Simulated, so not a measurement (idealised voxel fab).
process module | voxel plated lines
cross-section cut | 265 nm wide | cells 5 nm
A cross-section is a grid of square cells, given in bands from the top down. A band is one or more rows of cells.
Each band's line starts with the height of the band's top and of its bottom, in nm. Then come its materials from left to right, each with its width in nm. One material with "throughout" fills the band from edge to edge. "air" is empty space.
Height 0 is the level under which the wafer as received is all one material. The lowest band goes on downwards, as in "0 down".
A width such as "30 to 40" changes by the same amount from each row of cells to the next, from the band's top row to its bottom row.
"no change" after a step means that no cell of the cross-section changed.
closed voids: empty space of 8 cells or more with no open way to the top, each as width x height at its distance from the left edge, in nm
after a step's settings: what the simulator itself notes on the step
overlay nm, on a step with a mask: how far to the right of its planned place the mask lay; to the left if negative
plan
1 op RECEIVE | material Si
2 op CONFORMAL_DEP | material SiO2 | thk nm 15
3 op DIRECTIONAL_DEP | material TiN | thk nm 5
4 op PATTERN | tone open | mask id LINES | material resist | width nm 20 | pitch nm 50 | thk nm 20 | overlay nm 0
5 op EPI | material Ru | thk nm 5
6 op STRIP | etch materials resist
7 op DIRECTIONAL_ETCH | etch materials TiN | depth nm 5
8 op CONFORMAL_DEP | material SiN | thk nm 10
as received, after step 1
  0 down: Si throughout
  closed voids: none
first wafer at the end, as planned
  35 to 25: air 35 | SiN 40 | air 10 | SiN 40 | air 10 | SiN 40 | air 10 | SiN 40 | air 40
  25 to 20: SiN 45 | Ru 20 | SiN 30 | Ru 20 | SiN 30 | Ru 20 | SiN 30 | Ru 20 | SiN 50
  20 to 15: SiN 45 | TiN 20 | SiN 30 | TiN 20 | SiN 30 | TiN 20 | SiN 30 | TiN 20 | SiN 50
  15 to 0: SiO2 throughout
  0 down: Si throughout
  closed voids: none
second wafer at the end: like start, like plan, one mistake
  30 to 20: SiN throughout
  20 to 5: SiO2 throughout
  5 to 0: TiN throughout
  0 down: Si throughout
  closed voids: none
what went wrong: steps 2 and 3 were swapped
at the end the second wafer has, in cells: 16 fewer of Ru | 32 fewer of SiN | 37 more of TiN
